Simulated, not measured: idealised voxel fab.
Herein follows the process module entitled voxel transistor to metal.
Square cells of 5 nm make up the cross-section cut, whose width is 265 nm.
A cross-section in this document is a grid of square cells, and it is written down as bands, the top band listed before the ones below it; a band is made up of one or more rows of cells. Band: top and bottom heights (nm) first, top before bottom; then materials from left to right, widths in nm. "edge to edge" marks a sole material filling the band edge to edge. "empty" denotes empty space. Heights are expressed relative to 0, this being the level below which the as-received wafer comprises one material exclusively. The lowest band is unbounded in the downward direction and is denoted as in "0 and below". You'd read "30 to 40" like this: the band's top row of cells is as wide as the first number, its bottom row is as wide as the second, and going down, every row changes width by the same amount as the row before did. Where a step carries "nothing got changed", the cross-section came out of it unchanged, cell for cell. In the "Sealed void list" entry, you get each enclosed empty space of 8 cells or more, one with no open way to the top, written width x height at distance, distance from the left edge, in nm. Formally, on a step line, whatever follows the settings is a remark that the simulator itself makes on the step. "overlay nm" on a masked step: distance the mask lay right of its planned place, negative for left.
Planned step list for the process
step 1: RECEIVE | material Si
step 2: CONFORMAL_DEP | material SiO2 | thk nm 5
step 3: CONFORMAL_DEP | material SiN | thk nm 15
step 4: MASKED_ETCH | tone cover | mask id ACTIVE | width nm 100 | pitch nm 125 | etch materials SiN | depth nm 15 | overlay nm 0
step 5: MASKED_ETCH | tone cover | mask id ACTIVE | width nm 100 | pitch nm 125 | etch materials SiO2 | depth nm 5 | overlay nm 0
step 6: MASKED_ETCH | tone cover | mask id ACTIVE | width nm 100 | pitch nm 125 | etch materials Si | depth nm 35 | overlay nm 0
step 7: OXIDIZE | depth nm 5
step 8: FILL_DEP | material SiO2 | thk nm 5
step 9: CMP | height nm 20
step 10: SELECTIVE_ETCH | etch materials SiO2 | depth nm 15
step 11: STRIP | etch materials SiN
step 12: SELECTIVE_ETCH | etch materials SiO2 | depth nm 5
step 13: OXIDIZE | depth nm 5
step 14: DIRECTIONAL_DEP | material polySi | thk nm 20
step 15: DIRECTIONAL_DEP | material SiCN | thk nm 15
step 16: MASKED_ETCH | tone cover | mask id GATE | width nm 20 | pitch nm 125 | etch materials SiCN | depth nm 25 | overlay nm 0
step 17: MASKED_ETCH | tone cover | mask id GATE | width nm 20 | pitch nm 125 | etch materials polySi | depth nm 30 | overlay nm 0
step 18: CONFORMAL_DEP | material SiN | thk nm 10
step 19: DIRECTIONAL_ETCH | etch materials SiN | depth nm 10
step 20: DIRECTIONAL_ETCH | etch materials SiO2 | depth nm 5
step 21: EPI | material pSi | thk nm 5
step 22: FILL_DEP | material SiO2 | thk nm 5
step 23: CMP | height nm 35
step 24: DIRECTIONAL_DEP | material SiO2 | thk nm 15
step 25: DIRECTIONAL_DEP | material aC | thk nm 10
step 26: PATTERN | tone open | mask id CONTACT | material resist | width nm 30 | thk nm 25 | overlay nm 0
step 27: DIRECTIONAL_ETCH | etch materials aC | depth nm 10
step 28: STRIP | etch materials resist
step 29: DIRECTIONAL_ETCH | etch materials SiO2 | depth nm 50
step 30: STRIP | etch materials aC
step 31: CONFORMAL_DEP | material TiN | thk nm 5
step 32: FILL_DEP | material Ru | thk nm 10
step 33: CMP | height nm 50
step 34: DIRECTIONAL_DEP | material TiN | thk nm 5
step 35: DIRECTIONAL_DEP | material Ru | thk nm 20
step 36: PATTERN | tone cover | mask id METAL_1 | material resist | width nm 15 | thk nm 15 | overlay nm 0
step 37: DIRECTIONAL_ETCH | etch materials Ru | depth nm 20
step 38: DIRECTIONAL_ETCH | etch materials TiN | depth nm 5
step 39: STRIP | etch materials resist
step 40: FILL_DEP | material SiO2 | thk nm 5
step 41: CMP | height nm 75
step 42: CONFORMAL_DEP | material SiCN | thk nm 5
step 43: DIRECTIONAL_DEP | material SiO2 | thk nm 35
step 44: DIRECTIONAL_DEP | material aC | thk nm 15
step 45: PATTERN | tone open | mask id METAL_2 | material resist | width nm 15 | pitch nm 125 | thk nm 30 | overlay nm 0
step 46: DIRECTIONAL_ETCH | etch materials aC | depth nm 15
step 47: STRIP | etch materials resist
step 48: DIRECTIONAL_ETCH | etch materials SiO2 | depth nm 20
step 49: STRIP | etch materials aC
step 50: DIRECTIONAL_DEP | material aC | thk nm 10
step 51: PATTERN | tone open | mask id METAL_2_HOLES | material resist | width nm 15 | pitch nm 125 | thk nm 25 | overlay nm 0
step 52: DIRECTIONAL_ETCH | etch materials aC | depth nm 10
step 53: STRIP | etch materials resist
step 54: DIRECTIONAL_ETCH | etch materials SiO2 | depth nm 15
step 55: DIRECTIONAL_ETCH | etch materials SiCN | depth nm 5
step 56: STRIP | etch materials aC
step 57: CONFORMAL_DEP | material TiN | thk nm 5
step 58: FILL_DEP | material Cu | thk nm 10
step 59: CMP | height nm 115
step 60: CONFORMAL_DEP | material SiCN | thk nm 5
The following pertains to the first of two wafers, which was processed as planned
Step 1 complete: cross-section of the wafer as received
0 and below = Si edge to edge
Sealed void list: none
Cross-sectional representation of the wafer at the conclusion of step 2
5 down to 0 = SiO2 edge to edge
All layers under 0 are left as they were.
Cross-sectional representation of the wafer at the conclusion of step 3
20 down to 5 = SiN edge to edge
All layers under 5 are left as they were.
Cross-sectional representation of the wafer at the conclusion of step 4
20 down to 5 = empty 20  SiN 100  empty 25  SiN 100  empty 20
All layers under 5 are left as they were.
Cross-sectional representation of the wafer at the conclusion of step 5
20 down to 5 = empty 20  SiN 100  empty 25  SiN 100  empty 20
5 down to 0 = empty 20  SiO2 100  empty 25  SiO2 100  empty 20
All layers under 0 are left as they were.
Cross-sectional representation of the wafer at the conclusion of step 6
20 down to 5 = empty 20  SiN 100  empty 25  SiN 100  empty 20
5 down to 0 = empty 20  SiO2 100  empty 25  SiO2 100  empty 20
0 down to -35 = empty 20  Si 100  empty 25  Si 100  empty 20
All layers under -35 are left as they were.
Cross-sectional representation of the wafer at the conclusion of step 7
20 down to 5 = empty 20  SiN 100  empty 25  SiN 100  empty 20
5 down to 0 = empty 20  SiO2 100  empty 25  SiO2 100  empty 20
0 down to -35 = empty 20  SiO2 5  Si 90  SiO2 5  empty 25  SiO2 5  Si 90  SiO2 5  empty 20
-35 down to -40 = SiO2 25  Si 90  SiO2 35  Si 90  SiO2 25
All layers under -40 are left as they were.
Cross-sectional representation of the wafer at the conclusion of step 8
25 down to 20 = SiO2 edge to edge
20 down to 5 = SiO2 20  SiN 100  SiO2 25  SiN 100  SiO2 20
5 down to 0 = SiO2 edge to edge
0 down to -40 = SiO2 25  Si 90  SiO2 35  Si 90  SiO2 25
All layers under -40 are left as they were.
Cross-sectional representation of the wafer at the conclusion of step 9
20 down to 5 = SiO2 20  SiN 100  SiO2 25  SiN 100  SiO2 20
All layers under 5 are left as they were.
Cross-sectional representation of the wafer at the conclusion of step 10
20 down to 5 = empty 20  SiN 100  empty 25  SiN 100  empty 20
All layers under 5 are left as they were.
Cross-sectional representation of the wafer at the conclusion of step 11
5 down to 0 = SiO2 edge to edge
All layers under 0 are left as they were.
Cross-sectional representation of the wafer at the conclusion of step 12
0 down to -40 = SiO2 25  Si 90  SiO2 35  Si 90  SiO2 25
All layers under -40 are left as they were.
Cross-sectional representation of the wafer at the conclusion of step 13
0 down to -5 = SiO2 edge to edge
All layers under -5 are left as they were.
Cross-sectional representation of the wafer at the conclusion of step 14
20 down to 0 = polySi edge to edge
All layers under 0 are left as they were.
Cross-sectional representation of the wafer at the conclusion of step 15
35 down to 20 = SiCN edge to edge
All layers under 20 are left as they were.
Cross-sectional representation of the wafer at the conclusion of step 16
35 down to 20 = empty 60  SiCN 20  empty 105  SiCN 20  empty 60
All layers under 20 are left as they were.
Cross-sectional representation of the wafer at the conclusion of step 17
35 down to 20 = empty 60  SiCN 20  empty 105  SiCN 20  empty 60
20 down to 0 = empty 60  polySi 20  empty 105  polySi 20  empty 60
All layers under 0 are left as they were.
Cross-sectional representation of the wafer at the conclusion of step 18
45 down to 35 = empty 50  SiN 40  empty 85  SiN 40  empty 50
35 down to 20 = empty 50  SiN 10  SiCN 20  SiN 10  empty 85  SiN 10  SiCN 20  SiN 10  empty 50
20 down to 10 = empty 50  SiN 10  polySi 20  SiN 10  empty 85  SiN 10  polySi 20  SiN 10  empty 50
10 down to 0 = SiN 60  polySi 20  SiN 105  polySi 20  SiN 60
All layers under 0 are left as they were.
Cross-sectional representation of the wafer at the conclusion of step 19
35 down to 20 = empty 50  SiN 10  SiCN 20  SiN 10  empty 85  SiN 10  SiCN 20  SiN 10  empty 50
20 down to 0 = empty 50  SiN 10  polySi 20  SiN 10  empty 85  SiN 10  polySi 20  SiN 10  empty 50
All layers under 0 are left as they were.
Cross-sectional representation of the wafer at the conclusion of step 20
35 down to 20 = empty 50  SiN 10  SiCN 20  SiN 10  empty 85  SiN 10  SiCN 20  SiN 10  empty 50
20 down to 0 = empty 50  SiN 10  polySi 20  SiN 10  empty 85  SiN 10  polySi 20  SiN 10  empty 50
0 down to -5 = empty 50  SiO2 40  empty 85  SiO2 40  empty 50
All layers under -5 are left as they were.
Cross-sectional representation of the wafer at the conclusion of step 21
35 down to 20 = empty 50  SiN 10  SiCN 20  SiN 10  empty 85  SiN 10  SiCN 20  SiN 10  empty 50
20 down to 0 = empty 50  SiN 10  polySi 20  SiN 10  empty 85  SiN 10  polySi 20  SiN 10  empty 50
0 down to -5 = empty 20  pSi 30  SiO2 40  pSi 30  empty 25  pSi 30  SiO2 40  pSi 30  empty 20
All layers under -5 are left as they were.
Cross-sectional representation of the wafer at the conclusion of step 22
40 down to 35 = SiO2 edge to edge
35 down to 20 = SiO2 50  SiN 10  SiCN 20  SiN 10  SiO2 85  SiN 10  SiCN 20  SiN 10  SiO2 50
20 down to 0 = SiO2 50  SiN 10  polySi 20  SiN 10  SiO2 85  SiN 10  polySi 20  SiN 10  SiO2 50
0 down to -5 = SiO2 20  pSi 30  SiO2 40  pSi 30  SiO2 25  pSi 30  SiO2 40  pSi 30  SiO2 20
All layers under -5 are left as they were.
Cross-sectional representation of the wafer at the conclusion of step 23
35 down to 20 = SiO2 50  SiN 10  SiCN 20  SiN 10  SiO2 85  SiN 10  SiCN 20  SiN 10  SiO2 50
All layers under 20 are left as they were.
Cross-sectional representation of the wafer at the conclusion of step 24
50 down to 35 = SiO2 edge to edge
All layers under 35 are left as they were.
Cross-sectional representation of the wafer at the conclusion of step 25
60 down to 50 = aC edge to edge
All layers under 50 are left as they were.
Cross-sectional representation of the wafer at the conclusion of step 26
85 down to 60 = resist 25  empty 30  resist 30  empty 30  resist 35  empty 30  resist 30  empty 30  resist 25
All layers under 60 are left as they were.
Cross-sectional representation of the wafer at the conclusion of step 27
75 down to 60 = resist 25  empty 30  resist 30  empty 30  resist 35  empty 30  resist 30  empty 30  resist 25
60 down to 50 = aC 25  empty 30  aC 30  empty 30  aC 35  empty 30  aC 30  empty 30  aC 25
All layers under 50 are left as they were.
Cross-sectional representation of the wafer at the conclusion of step 28
60 down to 50 = aC 25  empty 30  aC 30  empty 30  aC 35  empty 30  aC 30  empty 30  aC 25
All layers under 50 are left as they were.
Cross-sectional representation of the wafer at the conclusion of step 29
60 down to 50 = aC 25  empty 30  aC 30  empty 30  aC 35  empty 30  aC 30  empty 30  aC 25
50 down to 35 = SiO2 25  empty 30  SiO2 30  empty 30  SiO2 35  empty 30  SiO2 30  empty 30  SiO2 25
35 down to 20 = SiO2 25  empty 25  SiN 10  SiCN 20  SiN 10  empty 25  SiO2 35  empty 25  SiN 10  SiCN 20  SiN 10  empty 25  SiO2 25
20 down to 0 = SiO2 25  empty 25  SiN 10  polySi 20  SiN 10  empty 25  SiO2 35  empty 25  SiN 10  polySi 20  SiN 10  empty 25  SiO2 25
All layers under 0 are left as they were.
Cross-sectional representation of the wafer at the conclusion of step 30
50 down to 35 = SiO2 25  empty 30  SiO2 30  empty 30  SiO2 35  empty 30  SiO2 30  empty 30  SiO2 25
All layers under 35 are left as they were.
Cross-sectional representation of the wafer at the conclusion of step 31
55 down to 50 = TiN 30  empty 20  TiN 40  empty 20  TiN 45  empty 20  TiN 40  empty 20  TiN 30
50 down to 40 = SiO2 25  TiN 5  empty 20  TiN 5  SiO2 30  TiN 5  empty 20  TiN 5  SiO2 35  TiN 5  empty 20  TiN 5  SiO2 30  TiN 5  empty 20  TiN 5  SiO2 25
40 down to 35 = SiO2 25  TiN 5  empty 15  TiN 10  SiO2 30  TiN 10  empty 15  TiN 5  SiO2 35  TiN 5  empty 15  TiN 10  SiO2 30  TiN 10  empty 15  TiN 5  SiO2 25
35 down to 20 = SiO2 25  TiN 5  empty 15  TiN 5  SiN 10  SiCN 20  SiN 10  TiN 5  empty 15  TiN 5  SiO2 35  TiN 5  empty 15  TiN 5  SiN 10  SiCN 20  SiN 10  TiN 5  empty 15  TiN 5  SiO2 25
20 down to 5 = SiO2 25  TiN 5  empty 15  TiN 5  SiN 10  polySi 20  SiN 10  TiN 5  empty 15  TiN 5  SiO2 35  TiN 5  empty 15  TiN 5  SiN 10  polySi 20  SiN 10  TiN 5  empty 15  TiN 5  SiO2 25
5 down to 0 = SiO2 25  TiN 25  SiN 10  polySi 20  SiN 10  TiN 25  SiO2 35  TiN 25  SiN 10  polySi 20  SiN 10  TiN 25  SiO2 25
All layers under 0 are left as they were.
Cross-sectional representation of the wafer at the conclusion of step 32
65 down to 55 = Ru edge to edge
55 down to 50 = TiN 30  Ru 20  TiN 40  Ru 20  TiN 45  Ru 20  TiN 40  Ru 20  TiN 30
50 down to 40 = SiO2 25  TiN 5  Ru 20  TiN 5  SiO2 30  TiN 5  Ru 20  TiN 5  SiO2 35  TiN 5  Ru 20  TiN 5  SiO2 30  TiN 5  Ru 20  TiN 5  SiO2 25
40 down to 35 = SiO2 25  TiN 5  Ru 15  TiN 10  SiO2 30  TiN 10  Ru 15  TiN 5  SiO2 35  TiN 5  Ru 15  TiN 10  SiO2 30  TiN 10  Ru 15  TiN 5  SiO2 25
35 down to 20 = SiO2 25  TiN 5  Ru 15  TiN 5  SiN 10  SiCN 20  SiN 10  TiN 5  Ru 15  TiN 5  SiO2 35  TiN 5  Ru 15  TiN 5  SiN 10  SiCN 20  SiN 10  TiN 5  Ru 15  TiN 5  SiO2 25
20 down to 5 = SiO2 25  TiN 5  Ru 15  TiN 5  SiN 10  polySi 20  SiN 10  TiN 5  Ru 15  TiN 5  SiO2 35  TiN 5  Ru 15  TiN 5  SiN 10  polySi 20  SiN 10  TiN 5  Ru 15  TiN 5  SiO2 25
All layers under 5 are left as they were.
Cross-sectional representation of the wafer at the conclusion of step 33
50 down to 40 = SiO2 25  TiN 5  Ru 20  TiN 5  SiO2 30  TiN 5  Ru 20  TiN 5  SiO2 35  TiN 5  Ru 20  TiN 5  SiO2 30  TiN 5  Ru 20  TiN 5  SiO2 25
All layers under 40 are left as they were.
Cross-sectional representation of the wafer at the conclusion of step 34
55 down to 50 = TiN edge to edge
All layers under 50 are left as they were.
Cross-sectional representation of the wafer at the conclusion of step 35
75 down to 55 = Ru edge to edge
All layers under 55 are left as they were.
Cross-sectional representation of the wafer at the conclusion of step 36
90 down to 75 = empty 25  resist 15  empty 60  resist 15  empty 35  resist 15  empty 60  resist 15  empty 25
All layers under 75 are left as they were.
Cross-sectional representation of the wafer at the conclusion of step 37
90 down to 75 = empty 25  resist 15  empty 60  resist 15  empty 35  resist 15  empty 60  resist 15  empty 25
75 down to 55 = empty 25  Ru 15  empty 60  Ru 15  empty 35  Ru 15  empty 60  Ru 15  empty 25
All layers under 55 are left as they were.
Cross-sectional representation of the wafer at the conclusion of step 38
90 down to 75 = empty 25  resist 15  empty 60  resist 15  empty 35  resist 15  empty 60  resist 15  empty 25
75 down to 55 = empty 25  Ru 15  empty 60  Ru 15  empty 35  Ru 15  empty 60  Ru 15  empty 25
55 down to 50 = empty 25  TiN 15  empty 60  TiN 15  empty 35  TiN 15  empty 60  TiN 15  empty 25
All layers under 50 are left as they were.
Cross-sectional representation of the wafer at the conclusion of step 39
75 down to 55 = empty 25  Ru 15  empty 60  Ru 15  empty 35  Ru 15  empty 60  Ru 15  empty 25
All layers under 55 are left as they were.
Cross-sectional representation of the wafer at the conclusion of step 40
80 down to 75 = SiO2 edge to edge
75 down to 55 = SiO2 25  Ru 15  SiO2 60  Ru 15  SiO2 35  Ru 15  SiO2 60  Ru 15  SiO2 25
55 down to 50 = SiO2 25  TiN 15  SiO2 60  TiN 15  SiO2 35  TiN 15  SiO2 60  TiN 15  SiO2 25
All layers under 50 are left as they were.
Cross-sectional representation of the wafer at the conclusion of step 41
75 down to 55 = SiO2 25  Ru 15  SiO2 60  Ru 15  SiO2 35  Ru 15  SiO2 60  Ru 15  SiO2 25
All layers under 55 are left as they were.
Cross-sectional representation of the wafer at the conclusion of step 42
80 down to 75 = SiCN edge to edge
All layers under 75 are left as they were.
Cross-sectional representation of the wafer at the conclusion of step 43
115 down to 80 = SiO2 edge to edge
All layers under 80 are left as they were.
Cross-sectional representation of the wafer at the conclusion of step 44
130 down to 115 = aC edge to edge
All layers under 115 are left as they were.
Cross-sectional representation of the wafer at the conclusion of step 45
160 down to 130 = resist 25  empty 15  resist 110  empty 15  resist 100
All layers under 130 are left as they were.
Cross-sectional representation of the wafer at the conclusion of step 46
145 down to 130 = resist 25  empty 15  resist 110  empty 15  resist 100
130 down to 115 = aC 25  empty 15  aC 110  empty 15  aC 100
All layers under 115 are left as they were.
Cross-sectional representation of the wafer at the conclusion of step 47
130 down to 115 = aC 25  empty 15  aC 110  empty 15  aC 100
All layers under 115 are left as they were.
Cross-sectional representation of the wafer at the conclusion of step 48
130 down to 115 = aC 25  empty 15  aC 110  empty 15  aC 100
115 down to 95 = SiO2 25  empty 15  SiO2 110  empty 15  SiO2 100
All layers under 95 are left as they were.
Cross-sectional representation of the wafer at the conclusion of step 49
115 down to 95 = SiO2 25  empty 15  SiO2 110  empty 15  SiO2 100
All layers under 95 are left as they were.
Cross-sectional representation of the wafer at the conclusion of step 50
125 down to 115 = aC 25  empty 15  aC 110  empty 15  aC 100
115 down to 105 = SiO2 25  empty 15  SiO2 110  empty 15  SiO2 100
105 down to 95 = SiO2 25  aC 15  SiO2 110  aC 15  SiO2 100
All layers under 95 are left as they were.
Cross-sectional representation of the wafer at the conclusion of step 51
150 down to 125 = resist 25  empty 15  resist 110  empty 15  resist 100
All layers under 125 are left as they were.
Cross-sectional representation of the wafer at the conclusion of step 52
140 down to 125 = resist 25  empty 15  resist 110  empty 15  resist 100
125 down to 115 = aC 25  empty 15  aC 110  empty 15  aC 100
115 down to 95 = SiO2 25  empty 15  SiO2 110  empty 15  SiO2 100
All layers under 95 are left as they were.
Cross-sectional representation of the wafer at the conclusion of step 53
125 down to 115 = aC 25  empty 15  aC 110  empty 15  aC 100
All layers under 115 are left as they were.
Cross-sectional representation of the wafer at the conclusion of step 54
125 down to 115 = aC 25  empty 15  aC 110  empty 15  aC 100
115 down to 80 = SiO2 25  empty 15  SiO2 110  empty 15  SiO2 100
All layers under 80 are left as they were.
Cross-sectional representation of the wafer at the conclusion of step 55
125 down to 115 = aC 25  empty 15  aC 110  empty 15  aC 100
115 down to 80 = SiO2 25  empty 15  SiO2 110  empty 15  SiO2 100
80 down to 75 = SiCN 25  empty 15  SiCN 110  empty 15  SiCN 100
All layers under 75 are left as they were.
Cross-sectional representation of the wafer at the conclusion of step 56
115 down to 80 = SiO2 25  empty 15  SiO2 110  empty 15  SiO2 100
All layers under 80 are left as they were.
Cross-sectional representation of the wafer at the conclusion of step 57
120 down to 115 = TiN 30  empty 5  TiN 120  empty 5  TiN 105
115 down to 80 = SiO2 25  TiN 5  empty 5  TiN 5  SiO2 110  TiN 5  empty 5  TiN 5  SiO2 100
80 down to 75 = SiCN 25  TiN 15  SiCN 110  TiN 15  SiCN 100
All layers under 75 are left as they were.
Cross-sectional representation of the wafer at the conclusion of step 58
130 down to 120 = Cu edge to edge
120 down to 115 = TiN 30  Cu 5  TiN 120  Cu 5  TiN 105
115 down to 80 = SiO2 25  TiN 5  Cu 5  TiN 5  SiO2 110  TiN 5  Cu 5  TiN 5  SiO2 100
All layers under 80 are left as they were.
Cross-sectional representation of the wafer at the conclusion of step 59
115 down to 80 = SiO2 25  TiN 5  Cu 5  TiN 5  SiO2 110  TiN 5  Cu 5  TiN 5  SiO2 100
All layers under 80 are left as they were.
Cross-sectional representation of the wafer at the conclusion of step 60
120 down to 115 = SiCN edge to edge
All layers under 115 are left as they were.
Okay, second wafer. Nothing different at the start, nothing different in the plan, just one mistake somewhere in the running. As far as step 25, counting that step, it's the first wafer all over again
X-section, second wafer, when step 26 was due to finish
85 down to 60 = resist 20  empty 40  resist 20  empty 40  resist 25  empty 40  resist 20  empty 40  resist 20
All layers under 60 are left as they were.
X-section, second wafer, when step 27 was due to finish
75 down to 60 = resist 20  empty 40  resist 20  empty 40  resist 25  empty 40  resist 20  empty 40  resist 20
60 down to 50 = aC 20  empty 40  aC 20  empty 40  aC 25  empty 40  aC 20  empty 40  aC 20
All layers under 50 are left as they were.
X-section, second wafer, when step 28 was due to finish
60 down to 50 = aC 20  empty 40  aC 20  empty 40  aC 25  empty 40  aC 20  empty 40  aC 20
All layers under 50 are left as they were.
X-section, second wafer, when step 29 was due to finish
60 down to 50 = aC 20  empty 40  aC 20  empty 40  aC 25  empty 40  aC 20  empty 40  aC 20
50 down to 35 = SiO2 20  empty 40  SiO2 20  empty 40  SiO2 25  empty 40  SiO2 20  empty 40  SiO2 20
35 down to 20 = SiO2 20  empty 30  SiN 10  SiCN 20  SiN 10  empty 30  SiO2 25  empty 30  SiN 10  SiCN 20  SiN 10  empty 30  SiO2 20
20 down to 0 = SiO2 20  empty 30  SiN 10  polySi 20  SiN 10  empty 30  SiO2 25  empty 30  SiN 10  polySi 20  SiN 10  empty 30  SiO2 20
All layers under 0 are left as they were.
X-section, second wafer, when step 30 was due to finish
50 down to 35 = SiO2 20  empty 40  SiO2 20  empty 40  SiO2 25  empty 40  SiO2 20  empty 40  SiO2 20
All layers under 35 are left as they were.
X-section, second wafer, when step 31 was due to finish
55 down to 50 = TiN 25  empty 30  TiN 30  empty 30  TiN 35  empty 30  TiN 30  empty 30  TiN 25
50 down to 40 = SiO2 20  TiN 5  empty 30  TiN 5  SiO2 20  TiN 5  empty 30  TiN 5  SiO2 25  TiN 5  empty 30  TiN 5  SiO2 20  TiN 5  empty 30  TiN 5  SiO2 20
40 down to 35 = SiO2 20  TiN 5  empty 20  TiN 15  SiO2 20  TiN 15  empty 20  TiN 5  SiO2 25  TiN 5  empty 20  TiN 15  SiO2 20  TiN 15  empty 20  TiN 5  SiO2 20
35 down to 20 = SiO2 20  TiN 5  empty 20  TiN 5  SiN 10  SiCN 20  SiN 10  TiN 5  empty 20  TiN 5  SiO2 25  TiN 5  empty 20  TiN 5  SiN 10  SiCN 20  SiN 10  TiN 5  empty 20  TiN 5  SiO2 20
20 down to 5 = SiO2 20  TiN 5  empty 20  TiN 5  SiN 10  polySi 20  SiN 10  TiN 5  empty 20  TiN 5  SiO2 25  TiN 5  empty 20  TiN 5  SiN 10  polySi 20  SiN 10  TiN 5  empty 20  TiN 5  SiO2 20
5 down to 0 = SiO2 20  TiN 30  SiN 10  polySi 20  SiN 10  TiN 30  SiO2 25  TiN 30  SiN 10  polySi 20  SiN 10  TiN 30  SiO2 20
All layers under 0 are left as they were.
X-section, second wafer, when step 32 was due to finish
65 down to 55 = Ru edge to edge
55 down to 50 = TiN 25  Ru 30  TiN 30  Ru 30  TiN 35  Ru 30  TiN 30  Ru 30  TiN 25
50 down to 40 = SiO2 20  TiN 5  Ru 30  TiN 5  SiO2 20  TiN 5  Ru 30  TiN 5  SiO2 25  TiN 5  Ru 30  TiN 5  SiO2 20  TiN 5  Ru 30  TiN 5  SiO2 20
40 down to 35 = SiO2 20  TiN 5  Ru 20  TiN 15  SiO2 20  TiN 15  Ru 20  TiN 5  SiO2 25  TiN 5  Ru 20  TiN 15  SiO2 20  TiN 15  Ru 20  TiN 5  SiO2 20
35 down to 20 = SiO2 20  TiN 5  Ru 20  TiN 5  SiN 10  SiCN 20  SiN 10  TiN 5  Ru 20  TiN 5  SiO2 25  TiN 5  Ru 20  TiN 5  SiN 10  SiCN 20  SiN 10  TiN 5  Ru 20  TiN 5  SiO2 20
20 down to 5 = SiO2 20  TiN 5  Ru 20  TiN 5  SiN 10  polySi 20  SiN 10  TiN 5  Ru 20  TiN 5  SiO2 25  TiN 5  Ru 20  TiN 5  SiN 10  polySi 20  SiN 10  TiN 5  Ru 20  TiN 5  SiO2 20
All layers under 5 are left as they were.
X-section, second wafer, when step 33 was due to finish
50 down to 40 = SiO2 20  TiN 5  Ru 30  TiN 5  SiO2 20  TiN 5  Ru 30  TiN 5  SiO2 25  TiN 5  Ru 30  TiN 5  SiO2 20  TiN 5  Ru 30  TiN 5  SiO2 20
All layers under 40 are left as they were.
X-section, second wafer, when step 34 was due to finish
55 down to 50 = TiN edge to edge
All layers under 50 are left as they were.
X-section, second wafer, when step 35 was due to finish
75 down to 55 = Ru edge to edge
All layers under 55 are left as they were.
X-section, second wafer, when step 36 was due to finish
90 down to 75 = empty 25  resist 15  empty 60  resist 15  empty 35  resist 15  empty 60  resist 15  empty 25
All layers under 75 are left as they were.
X-section, second wafer, when step 37 was due to finish
90 down to 75 = empty 25  resist 15  empty 60  resist 15  empty 35  resist 15  empty 60  resist 15  empty 25
75 down to 55 = empty 25  Ru 15  empty 60  Ru 15  empty 35  Ru 15  empty 60  Ru 15  empty 25
All layers under 55 are left as they were.
X-section, second wafer, when step 38 was due to finish
90 down to 75 = empty 25  resist 15  empty 60  resist 15  empty 35  resist 15  empty 60  resist 15  empty 25
75 down to 55 = empty 25  Ru 15  empty 60  Ru 15  empty 35  Ru 15  empty 60  Ru 15  empty 25
55 down to 50 = empty 25  TiN 15  empty 60  TiN 15  empty 35  TiN 15  empty 60  TiN 15  empty 25
All layers under 50 are left as they were.
X-section, second wafer, when step 39 was due to finish
75 down to 55 = empty 25  Ru 15  empty 60  Ru 15  empty 35  Ru 15  empty 60  Ru 15  empty 25
All layers under 55 are left as they were.
X-section, second wafer, when step 40 was due to finish
80 down to 75 = SiO2 edge to edge
75 down to 55 = SiO2 25  Ru 15  SiO2 60  Ru 15  SiO2 35  Ru 15  SiO2 60  Ru 15  SiO2 25
55 down to 50 = SiO2 25  TiN 15  SiO2 60  TiN 15  SiO2 35  TiN 15  SiO2 60  TiN 15  SiO2 25
All layers under 50 are left as they were.
X-section, second wafer, when step 41 was due to finish
75 down to 55 = SiO2 25  Ru 15  SiO2 60  Ru 15  SiO2 35  Ru 15  SiO2 60  Ru 15  SiO2 25
All layers under 55 are left as they were.
X-section, second wafer, when step 42 was due to finish
80 down to 75 = SiCN edge to edge
All layers under 75 are left as they were.
X-section, second wafer, when step 43 was due to finish
115 down to 80 = SiO2 edge to edge
All layers under 80 are left as they were.
X-section, second wafer, when step 44 was due to finish
130 down to 115 = aC edge to edge
All layers under 115 are left as they were.
X-section, second wafer, when step 45 was due to finish
160 down to 130 = resist 25  empty 15  resist 110  empty 15  resist 100
All layers under 130 are left as they were.
X-section, second wafer, when step 46 was due to finish
145 down to 130 = resist 25  empty 15  resist 110  empty 15  resist 100
130 down to 115 = aC 25  empty 15  aC 110  empty 15  aC 100
All layers under 115 are left as they were.
X-section, second wafer, when step 47 was due to finish
130 down to 115 = aC 25  empty 15  aC 110  empty 15  aC 100
All layers under 115 are left as they were.
X-section, second wafer, when step 48 was due to finish
130 down to 115 = aC 25  empty 15  aC 110  empty 15  aC 100
115 down to 95 = SiO2 25  empty 15  SiO2 110  empty 15  SiO2 100
All layers under 95 are left as they were.
X-section, second wafer, when step 49 was due to finish
115 down to 95 = SiO2 25  empty 15  SiO2 110  empty 15  SiO2 100
All layers under 95 are left as they were.
X-section, second wafer, when step 50 was due to finish
125 down to 115 = aC 25  empty 15  aC 110  empty 15  aC 100
115 down to 105 = SiO2 25  empty 15  SiO2 110  empty 15  SiO2 100
105 down to 95 = SiO2 25  aC 15  SiO2 110  aC 15  SiO2 100
All layers under 95 are left as they were.
X-section, second wafer, when step 51 was due to finish
150 down to 125 = resist 25  empty 15  resist 110  empty 15  resist 100
All layers under 125 are left as they were.
X-section, second wafer, when step 52 was due to finish
140 down to 125 = resist 25  empty 15  resist 110  empty 15  resist 100
125 down to 115 = aC 25  empty 15  aC 110  empty 15  aC 100
115 down to 95 = SiO2 25  empty 15  SiO2 110  empty 15  SiO2 100
All layers under 95 are left as they were.
X-section, second wafer, when step 53 was due to finish
125 down to 115 = aC 25  empty 15  aC 110  empty 15  aC 100
All layers under 115 are left as they were.
X-section, second wafer, when step 54 was due to finish
125 down to 115 = aC 25  empty 15  aC 110  empty 15  aC 100
115 down to 80 = SiO2 25  empty 15  SiO2 110  empty 15  SiO2 100
All layers under 80 are left as they were.
X-section, second wafer, when step 55 was due to finish
125 down to 115 = aC 25  empty 15  aC 110  empty 15  aC 100
115 down to 80 = SiO2 25  empty 15  SiO2 110  empty 15  SiO2 100
80 down to 75 = SiCN 25  empty 15  SiCN 110  empty 15  SiCN 100
All layers under 75 are left as they were.
X-section, second wafer, when step 56 was due to finish
115 down to 80 = SiO2 25  empty 15  SiO2 110  empty 15  SiO2 100
All layers under 80 are left as they were.
X-section, second wafer, when step 57 was due to finish
120 down to 115 = TiN 30  empty 5  TiN 120  empty 5  TiN 105
115 down to 80 = SiO2 25  TiN 5  empty 5  TiN 5  SiO2 110  TiN 5  empty 5  TiN 5  SiO2 100
80 down to 75 = SiCN 25  TiN 15  SiCN 110  TiN 15  SiCN 100
All layers under 75 are left as they were.
X-section, second wafer, when step 58 was due to finish
130 down to 120 = Cu edge to edge
120 down to 115 = TiN 30  Cu 5  TiN 120  Cu 5  TiN 105
115 down to 80 = SiO2 25  TiN 5  Cu 5  TiN 5  SiO2 110  TiN 5  Cu 5  TiN 5  SiO2 100
All layers under 80 are left as they were.
X-section, second wafer, when step 59 was due to finish
115 down to 80 = SiO2 25  TiN 5  Cu 5  TiN 5  SiO2 110  TiN 5  Cu 5  TiN 5  SiO2 100
All layers under 80 are left as they were.
X-section, second wafer, when step 60 was due to finish
120 down to 115 = SiCN edge to edge
All layers under 115 are left as they were.
Error vs. plan: step 26 went in with a setting other than planned; the actual run was PATTERN | tone open | mask id CONTACT | material resist | width nm 40 | thk nm 25 | overlay nm 0
End of process, cell counts, second wafer against first, materials with more or fewer: Ru +44; SiO2 -52; TiN +8
